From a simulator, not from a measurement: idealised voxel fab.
process module | voxel self aligned contacts
cross-section cut | 225 nm wide | cells 5 nm
A cross-section is a grid of square cells, given in bands from the top down. A band is one or more rows of cells.
Each band's line starts with the height of the band's top and of its bottom, in nm. Then come its materials from left to right, each with its width in nm. One material with "throughout" fills the band from edge to edge. "air" is empty space.
Height 0 is the level under which the wafer as received is all one material. The lowest band goes on downwards, as in "0 down".
A width such as "30 to 40" changes by the same amount from each row of cells to the next, from the band's top row to its bottom row.
"no change" after a step means that no cell of the cross-section changed.
closed voids: empty space of 8 cells or more with no open way to the top, each as width x height at its distance from the left edge, in nm
after a step's settings: what the simulator itself notes on the step
overlay nm, on a step with a mask: how far to the right of its planned place the mask lay; to the left if negative
plan
1 op RECEIVE | material Si
2 op OXIDIZE | depth nm 5
3 op DIRECTIONAL_DEP | material polySi | thk nm 25
4 op DIRECTIONAL_DEP | material SiN | thk nm 25
5 op DIRECTIONAL_DEP | material aC | thk nm 10
6 op PATTERN | tone cover | mask id GATE | material resist | width nm 35 | pitch nm 80 | thk nm 25 | overlay nm 0
7 op DIRECTIONAL_ETCH | etch materials aC | depth nm 10
8 op STRIP | etch materials resist
9 op DIRECTIONAL_ETCH | etch materials SiN | depth nm 25
10 op DIRECTIONAL_ETCH | etch materials polySi | depth nm 25
11 op STRIP | etch materials aC
12 op CONFORMAL_DEP | material SiN | thk nm 10
13 op DIRECTIONAL_ETCH | etch materials SiN | depth nm 10
14 op FILL_DEP | material SiO2 | thk nm 15
15 op CMP | height nm 60
16 op MASKED_ETCH | tone open | mask id CONTACT | width nm 65 | pitch nm 80 | etch materials SiO2 | depth nm 65 | overlay nm 0
17 op CONFORMAL_DEP | material TiN | thk nm 5
18 op FILL_DEP | material W | thk nm 10
19 op CMP | height nm 60
20 op CONFORMAL_DEP | material SiCN | thk nm 5
as received, after step 1
  0 down: Si throughout
  closed voids: none
a wafer at the end: this start, this plan, one mistake
  65 to 60: SiCN throughout
  60 to 55: SiO2 40 | TiN 5 | W 55 | TiN 5 | SiO2 15 | TiN 5 | W 55 | TiN 5 | SiO2 40
  55 to 50: SiO2 40 | TiN 65 | SiO2 15 | TiN 65 | SiO2 40
  50 to 25: SiN 25 | SiO2 15 | SiN 65 | SiO2 15 | SiN 65 | SiO2 15 | SiN 25
  25 to 0: polySi 15 | SiN 10 | SiO2 15 | SiN 10 | polySi 45 | SiN 10 | SiO2 15 | SiN 10 | polySi 45 | SiN 10 | SiO2 15 | SiN 10 | polySi 15
  0 to -5: SiO2 throughout
  -5 down: Si throughout
  closed voids: none
what went wrong: step 6 ran as: op PATTERN | tone open | mask id GATE | material resist | width nm 35 | pitch nm 80 | thk nm 25 | overlay nm 0
